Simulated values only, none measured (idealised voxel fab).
process module | voxel transistor to metal
FYI the section here is cut, 195 nm wide, cells are 5 nm squares.
In this document a cross-section is written as a grid of square cells. It is given as a series of bands, listed from the top down, and a band is one or more rows of cells. Heads up on the band format: heights come first, top then bottom, in nm. After that it's the materials left to right, each with its width in nm. A single material flagged "everywhere" fills the whole band edge to edge, and "empty" means there's empty space there. Ref level 0: as-received wafer is one material below here. Bottom band extends down with no lower bound ("from 0 down"). Per-row width for "30->40": begins at first number (top row of band), ends at second number (bottom row), increment between rows held constant. "same as before" after a step means that no cell of the cross-section changed. Closed-off voids of 8+ cells (no open route to the top) go in "Closed void table", written width x height at distance from the left edge, in nm. That trailing text on a step's line, after the settings, is the simulator's own remark on the step. The "overlay nm" setting may appear on a step's line; for a step that uses a mask, it gives how far to the right of its planned position the mask lay, and a negative value indicates the left.
### This section lists the process steps that were planned
- 1: RECEIVE with material Si
- 2: OXIDIZE with depth nm 5
- 3: CONFORMAL_DEP with material SiN, thk nm 15
- 4: MASKED_ETCH with tone cover, mask id ACTIVE, width nm 100, etch materials SiN, depth nm 15, overlay nm 0
- 5: MASKED_ETCH with tone cover, mask id ACTIVE, width nm 100, etch materials SiO2, depth nm 5, overlay nm 0
- 6: MASKED_ETCH with tone cover, mask id ACTIVE, width nm 100, etch materials Si, depth nm 35, overlay nm 0
- 7: OXIDIZE with depth nm 5
- 8: FILL_DEP with material SiO2, thk nm 10
- 9: CMP with height nm 15
- 10: SELECTIVE_ETCH with etch materials SiO2, depth nm 5
- 11: STRIP with etch materials SiN
- 12: SELECTIVE_ETCH with etch materials SiO2, depth nm 5
- 13: OXIDIZE with depth nm 5
- 14: DIRECTIONAL_DEP with material polySi, thk nm 20
- 15: DIRECTIONAL_DEP with material SiCN, thk nm 15
- 16: PATTERN with tone cover, mask id GATE, material resist, width nm 20, thk nm 20, overlay nm 0
- 17: DIRECTIONAL_ETCH with etch materials SiCN, depth nm 25
- 18: DIRECTIONAL_ETCH with etch materials polySi, depth nm 30
- 19: STRIP with etch materials resist
- 20: CONFORMAL_DEP with material SiO2, thk nm 5
- 21: DIRECTIONAL_ETCH with etch materials SiO2, depth nm 5
- 22: CONFORMAL_DEP with material SiN, thk nm 10
- 23: DIRECTIONAL_ETCH with etch materials SiN, depth nm 10
- 24: DIRECTIONAL_ETCH with etch materials SiO2, depth nm 5
- 25: EPI with material nSi, thk nm 5
- 26: FILL_DEP with material SiO2, thk nm 5
- 27: CMP with height nm 30
- 28: DIRECTIONAL_DEP with material SiO2, thk nm 15
- 29: MASKED_ETCH with tone open, mask id CONTACT, width nm 25, pitch nm 55, etch materials SiO2, depth nm 50, overlay nm 0
- 30: CONFORMAL_DEP with material TiN, thk nm 5
- 31: FILL_DEP with material W, thk nm 5
- 32: CMP with height nm 45
- 33: DIRECTIONAL_DEP with material TiN, thk nm 5
- 34: DIRECTIONAL_DEP with material Ru, thk nm 15
- 35: DIRECTIONAL_DEP with material aC, thk nm 10
- 36: PATTERN with tone cover, mask id METAL_1, material resist, width nm 15, pitch nm 65, thk nm 30, overlay nm 0
- 37: DIRECTIONAL_ETCH with etch materials aC, depth nm 10
- 38: STRIP with etch materials resist
- 39: DIRECTIONAL_ETCH with etch materials Ru, depth nm 15
- 40: DIRECTIONAL_ETCH with etch materials TiN, depth nm 5
- 41: STRIP with etch materials aC
- 42: CONFORMAL_DEP with material SiCN, thk nm 5
- 43: FILL_DEP with material lowk, thk nm 5
- 44: CMP with height nm 65
- 45: CONFORMAL_DEP with material SiN, thk nm 5
### First out of two wafers; run went to plan
### So this is the incoming wafer in cross-section - it's already been through step 1
> from 0 down = Si everywhere
> Closed void table: none
### Sectional view: wafer, after step 2
> from 0 to -5 = SiO2 everywhere
> Lower than -5, everything is as it was.
### Sectional view: wafer, after step 3
> from 15 to 0 = SiN everywhere
> Lower than 0, everything is as it was.
### Sectional view: wafer, after step 4
> from 15 to 0 = empty=45  SiN=100  empty=50
> Lower than 0, everything is as it was.
### Sectional view: wafer, after step 5
> from 15 to 0 = empty=45  SiN=100  empty=50
> from 0 to -5 = empty=45  SiO2=100  empty=50
> Lower than -5, everything is as it was.
### Sectional view: wafer, after step 6
> from 15 to 0 = empty=45  SiN=100  empty=50
> from 0 to -5 = empty=45  SiO2=100  empty=50
> from -5 to -40 = empty=45  Si=100  empty=50
> Lower than -40, everything is as it was.
### Sectional view: wafer, after step 7
> from 15 to 0 = empty=45  SiN=100  empty=50
> from 0 to -5 = empty=45  SiO2=100  empty=50
> from -5 to -40 = empty=45  SiO2=5  Si=90  SiO2=5  empty=50
> from -40 to -45 = SiO2=50  Si=90  SiO2=55
> Lower than -45, everything is as it was.
### Sectional view: wafer, after step 8
> from 25 to 15 = SiO2 everywhere
> from 15 to 0 = SiO2=45  SiN=100  SiO2=50
> from 0 to -5 = SiO2 everywhere
> from -5 to -45 = SiO2=50  Si=90  SiO2=55
> Lower than -45, everything is as it was.
### Sectional view: wafer, after step 9
> from 15 to 0 = SiO2=45  SiN=100  SiO2=50
> Lower than 0, everything is as it was.
### Sectional view: wafer, after step 10
> from 15 to 10 = empty=45  SiN=100  empty=50
> Lower than 10, everything is as it was.
### Sectional view: wafer, after step 11
> from 10 to 0 = SiO2=45  empty=100  SiO2=50
> Lower than 0, everything is as it was.
### Sectional view: wafer, after step 12
> from 5 to -5 = SiO2=40  empty=110  SiO2=45
> Lower than -5, everything is as it was.
### Sectional view: wafer, after step 13
> from 5 to -5 = SiO2=40  empty=110  SiO2=45
> from -5 to -10 = SiO2 everywhere
> Lower than -10, everything is as it was.
### Sectional view: wafer, after step 14
> from 25 to 15 = polySi=40  empty=110  polySi=45
> from 15 to 5 = polySi everywhere
> from 5 to -5 = SiO2=40  polySi=110  SiO2=45
> Lower than -5, everything is as it was.
### Sectional view: wafer, after step 15
> from 40 to 30 = SiCN=40  empty=110  SiCN=45
> from 30 to 25 = SiCN everywhere
> from 25 to 15 = polySi=40  SiCN=110  polySi=45
> Lower than 15, everything is as it was.
### Sectional view: wafer, after step 16
> from 60 to 40 = empty=85  resist=20  empty=90
> from 40 to 30 = SiCN=40  empty=45  resist=20  empty=45  SiCN=45
> Lower than 30, everything is as it was.
### Sectional view: wafer, after step 17
> from 60 to 30 = empty=85  resist=20  empty=90
> from 30 to 25 = empty=85  SiCN=20  empty=90
> from 25 to 15 = polySi=40  empty=45  SiCN=20  empty=45  polySi=45
> Lower than 15, everything is as it was.
### Sectional view: wafer, after step 18
> from 60 to 30 = empty=85  resist=20  empty=90
> from 30 to 15 = empty=85  SiCN=20  empty=90
> from 15 to 5 = empty=85  polySi=20  empty=90
> from 5 to -5 = SiO2=40  empty=45  polySi=20  empty=45  SiO2=45
> Lower than -5, everything is as it was.
### Sectional view: wafer, after step 19
> from 30 to 15 = empty=85  SiCN=20  empty=90
> Lower than 15, everything is as it was.
### Sectional view: wafer, after step 20
> from 35 to 30 = empty=80  SiO2=30  empty=85
> from 30 to 15 = empty=80  SiO2=5  SiCN=20  SiO2=5  empty=85
> from 15 to 10 = empty=80  SiO2=5  polySi=20  SiO2=5  empty=85
> from 10 to 0 = SiO2=45  empty=35  SiO2=5  polySi=20  SiO2=5  empty=35  SiO2=50
> from 0 to -5 = SiO2=85  polySi=20  SiO2=90
> Lower than -5, everything is as it was.
### Sectional view: wafer, after step 21
> from 30 to 15 = empty=80  SiO2=5  SiCN=20  SiO2=5  empty=85
> from 15 to 5 = empty=80  SiO2=5  polySi=20  SiO2=5  empty=85
> from 5 to -5 = SiO2=45  empty=35  SiO2=5  polySi=20  SiO2=5  empty=35  SiO2=50
> Lower than -5, everything is as it was.
### Sectional view: wafer, after step 22
> from 40 to 30 = empty=70  SiN=50  empty=75
> from 30 to 15 = empty=70  SiN=10  SiO2=5  SiCN=20  SiO2=5  SiN=10  empty=75
> from 15 to 5 = SiN=55  empty=15  SiN=10  SiO2=5  polySi=20  SiO2=5  SiN=10  empty=15  SiN=60
> from 5 to -5 = SiO2=45  SiN=35  SiO2=5  polySi=20  SiO2=5  SiN=35  SiO2=50
> Lower than -5, everything is as it was.
### Sectional view: wafer, after step 23
> from 30 to 15 = empty=70  SiN=10  SiO2=5  SiCN=20  SiO2=5  SiN=10  empty=75
> from 15 to 5 = empty=70  SiN=10  SiO2=5  polySi=20  SiO2=5  SiN=10  empty=75
> from 5 to -5 = SiO2=45  SiN=10  empty=15  SiN=10  SiO2=5  polySi=20  SiO2=5  SiN=10  empty=15  SiN=10  SiO2=50
> Lower than -5, everything is as it was.
### Sectional view: wafer, after step 24
> from 30 to 25 = empty=70  SiN=10  empty=5  SiCN=20  empty=5  SiN=10  empty=75
> from 25 to 15 = empty=70  SiN=10  SiO2=5  SiCN=20  SiO2=5  SiN=10  empty=75
> from 15 to 5 = empty=70  SiN=10  SiO2=5  polySi=20  SiO2=5  SiN=10  empty=75
> from 5 to 0 = empty=45  SiN=10  empty=15  SiN=10  SiO2=5  polySi=20  SiO2=5  SiN=10  empty=15  SiN=10  empty=50
> from 0 to -5 = SiO2=45  SiN=10  empty=15  SiN=10  SiO2=5  polySi=20  SiO2=5  SiN=10  empty=15  SiN=10  SiO2=50
> from -5 to -10 = SiO2=55  empty=15  SiO2=50  empty=15  SiO2=60
> Lower than -10, everything is as it was.
### Sectional view: wafer, after step 25
> from 30 to 25 = empty=70  SiN=10  empty=5  SiCN=20  empty=5  SiN=10  empty=75
> from 25 to 15 = empty=70  SiN=10  SiO2=5  SiCN=20  SiO2=5  SiN=10  empty=75
> from 15 to 5 = empty=70  SiN=10  SiO2=5  polySi=20  SiO2=5  SiN=10  empty=75
> from 5 to 0 = empty=45  SiN=10  empty=15  SiN=10  SiO2=5  polySi=20  SiO2=5  SiN=10  empty=15  SiN=10  empty=50
> from 0 to -5 = SiO2=45  SiN=10  empty=15  SiN=10  SiO2=5  polySi=20  SiO2=5  SiN=10  empty=15  SiN=10  SiO2=50
> from -5 to -10 = SiO2=55  nSi=15  SiO2=50  nSi=15  SiO2=60
> Lower than -10, everything is as it was.
### Sectional view: wafer, after step 26
> from 35 to 30 = SiO2 everywhere
> from 30 to 15 = SiO2=70  SiN=10  SiO2=5  SiCN=20  SiO2=5  SiN=10  SiO2=75
> from 15 to 5 = SiO2=70  SiN=10  SiO2=5  polySi=20  SiO2=5  SiN=10  SiO2=75
> from 5 to -5 = SiO2=45  SiN=10  SiO2=15  SiN=10  SiO2=5  polySi=20  SiO2=5  SiN=10  SiO2=15  SiN=10  SiO2=50
> Lower than -5, everything is as it was.
### Sectional view: wafer, after step 27
> from 30 to 15 = SiO2=70  SiN=10  SiO2=5  SiCN=20  SiO2=5  SiN=10  SiO2=75
> Lower than 15, everything is as it was.
### Sectional view: wafer, after step 28
> from 45 to 30 = SiO2 everywhere
> Lower than 30, everything is as it was.
### Sectional view: wafer, after step 29
> from 45 to 30 = SiO2=55  empty=25  SiO2=30  empty=25  SiO2=60
> from 30 to 15 = SiO2=55  empty=15  SiN=10  SiO2=5  SiCN=20  SiO2=5  SiN=10  empty=15  SiO2=60
> from 15 to 5 = SiO2=55  empty=15  SiN=10  SiO2=5  polySi=20  SiO2=5  SiN=10  empty=15  SiO2=60
> from 5 to -5 = SiO2=45  SiN=10  empty=15  SiN=10  SiO2=5  polySi=20  SiO2=5  SiN=10  empty=15  SiN=10  SiO2=50
> Lower than -5, everything is as it was.
### Sectional view: wafer, after step 30
> from 50 to 45 = TiN=60  empty=15  TiN=40  empty=15  TiN=65
> from 45 to 35 = SiO2=55  TiN=5  empty=15  TiN=5  SiO2=30  TiN=5  empty=15  TiN=5  SiO2=60
> from 35 to 30 = SiO2=55  TiN=5  empty=5  TiN=15  SiO2=30  TiN=15  empty=5  TiN=5  SiO2=60
> from 30 to 15 = SiO2=55  TiN=5  empty=5  TiN=5  SiN=10  SiO2=5  SiCN=20  SiO2=5  SiN=10  TiN=5  empty=5  TiN=5  SiO2=60
> from 15 to 5 = SiO2=55  TiN=5  empty=5  TiN=5  SiN=10  SiO2=5  polySi=20  SiO2=5  SiN=10  TiN=5  empty=5  TiN=5  SiO2=60
> from 5 to 0 = SiO2=45  SiN=10  TiN=5  empty=5  TiN=5  SiN=10  SiO2=5  polySi=20  SiO2=5  SiN=10  TiN=5  empty=5  TiN=5  SiN=10  SiO2=50
> from 0 to -5 = SiO2=45  SiN=10  TiN=15  SiN=10  SiO2=5  polySi=20  SiO2=5  SiN=10  TiN=15  SiN=10  SiO2=50
> Lower than -5, everything is as it was.
### Sectional view: wafer, after step 31
> from 55 to 50 = W everywhere
> from 50 to 45 = TiN=60  W=15  TiN=40  W=15  TiN=65
> from 45 to 35 = SiO2=55  TiN=5  W=15  TiN=5  SiO2=30  TiN=5  W=15  TiN=5  SiO2=60
> from 35 to 30 = SiO2=55  TiN=5  W=5  TiN=15  SiO2=30  TiN=15  W=5  TiN=5  SiO2=60
> from 30 to 15 = SiO2=55  TiN=5  W=5  TiN=5  SiN=10  SiO2=5  SiCN=20  SiO2=5  SiN=10  TiN=5  W=5  TiN=5  SiO2=60
> from 15 to 5 = SiO2=55  TiN=5  W=5  TiN=5  SiN=10  SiO2=5  polySi=20  SiO2=5  SiN=10  TiN=5  W=5  TiN=5  SiO2=60
> from 5 to 0 = SiO2=45  SiN=10  TiN=5  W=5  TiN=5  SiN=10  SiO2=5  polySi=20  SiO2=5  SiN=10  TiN=5  W=5  TiN=5  SiN=10  SiO2=50
> Lower than 0, everything is as it was.
### Sectional view: wafer, after step 32
> from 45 to 35 = SiO2=55  TiN=5  W=15  TiN=5  SiO2=30  TiN=5  W=15  TiN=5  SiO2=60
> Lower than 35, everything is as it was.
### Sectional view: wafer, after step 33
> from 50 to 45 = TiN everywhere
> Lower than 45, everything is as it was.
### Sectional view: wafer, after step 34
> from 65 to 50 = Ru everywhere
> Lower than 50, everything is as it was.
### Sectional view: wafer, after step 35
> from 75 to 65 = aC everywhere
> Lower than 65, everything is as it was.
### Sectional view: wafer, after step 36
> from 105 to 75 = empty=55  resist=15  empty=50  resist=15  empty=60
> Lower than 75, everything is as it was.
### Sectional view: wafer, after step 37
> from 95 to 75 = empty=55  resist=15  empty=50  resist=15  empty=60
> from 75 to 65 = empty=55  aC=15  empty=50  aC=15  empty=60
> Lower than 65, everything is as it was.
### Sectional view: wafer, after step 38
> from 75 to 65 = empty=55  aC=15  empty=50  aC=15  empty=60
> Lower than 65, everything is as it was.
### Sectional view: wafer, after step 39
> from 75 to 65 = empty=55  aC=15  empty=50  aC=15  empty=60
> from 65 to 50 = empty=55  Ru=15  empty=50  Ru=15  empty=60
> Lower than 50, everything is as it was.
### Sectional view: wafer, after step 40
> from 75 to 65 = empty=55  aC=15  empty=50  aC=15  empty=60
> from 65 to 50 = empty=55  Ru=15  empty=50  Ru=15  empty=60
> from 50 to 45 = empty=55  TiN=15  empty=50  TiN=15  empty=60
> Lower than 45, everything is as it was.
### Sectional view: wafer, after step 41
> from 65 to 50 = empty=55  Ru=15  empty=50  Ru=15  empty=60
> Lower than 50, everything is as it was.
### Sectional view: wafer, after step 42
> from 70 to 65 = empty=50  SiCN=25  empty=40  SiCN=25  empty=55
> from 65 to 50 = empty=50  SiCN=5  Ru=15  SiCN=5  empty=40  SiCN=5  Ru=15  SiCN=5  empty=55
> from 50 to 45 = SiCN=55  TiN=15  SiCN=50  TiN=15  SiCN=60
> Lower than 45, everything is as it was.
### Sectional view: wafer, after step 43
> from 75 to 70 = lowk everywhere
> from 70 to 65 = lowk=50  SiCN=25  lowk=40  SiCN=25  lowk=55
> from 65 to 50 = lowk=50  SiCN=5  Ru=15  SiCN=5  lowk=40  SiCN=5  Ru=15  SiCN=5  lowk=55
> Lower than 50, everything is as it was.
### Sectional view: wafer, after step 44
> from 65 to 50 = lowk=50  SiCN=5  Ru=15  SiCN=5  lowk=40  SiCN=5  Ru=15  SiCN=5  lowk=55
> Lower than 50, everything is as it was.
### Sectional view: wafer, after step 45
> from 70 to 65 = SiN everywhere
> Lower than 65, everything is as it was.
### Second wafer: same start and same plan as the first, one execution error; identical to the first through step 41
### when step 42 should have ended
> from 70 to 65 = empty=50  SiN=25  empty=40  SiN=25  empty=55
> from 65 to 50 = empty=50  SiN=5  Ru=15  SiN=5  empty=40  SiN=5  Ru=15  SiN=5  empty=55
> from 50 to 45 = SiN=55  TiN=15  SiN=50  TiN=15  SiN=60
> Lower than 45, everything is as it was.
### when step 43 should have ended
> from 75 to 70 = lowk everywhere
> from 70 to 65 = lowk=50  SiN=25  lowk=40  SiN=25  lowk=55
> from 65 to 50 = lowk=50  SiN=5  Ru=15  SiN=5  lowk=40  SiN=5  Ru=15  SiN=5  lowk=55
> Lower than 50, everything is as it was.
### when step 44 should have ended
> from 65 to 50 = lowk=50  SiN=5  Ru=15  SiN=5  lowk=40  SiN=5  Ru=15  SiN=5  lowk=55
> Lower than 50, everything is as it was.
### when step 45 should have ended
> from 70 to 65 = SiN everywhere
> Lower than 65, everything is as it was.
What broke from the plan during processing? contrary to plan, step 42 was performed as CONFORMAL_DEP with material SiN, thk nm 5
At the finish, the second wafer shows more or fewer cells for some materials than the first does: 45 fewer of SiCN; 45 more of SiN
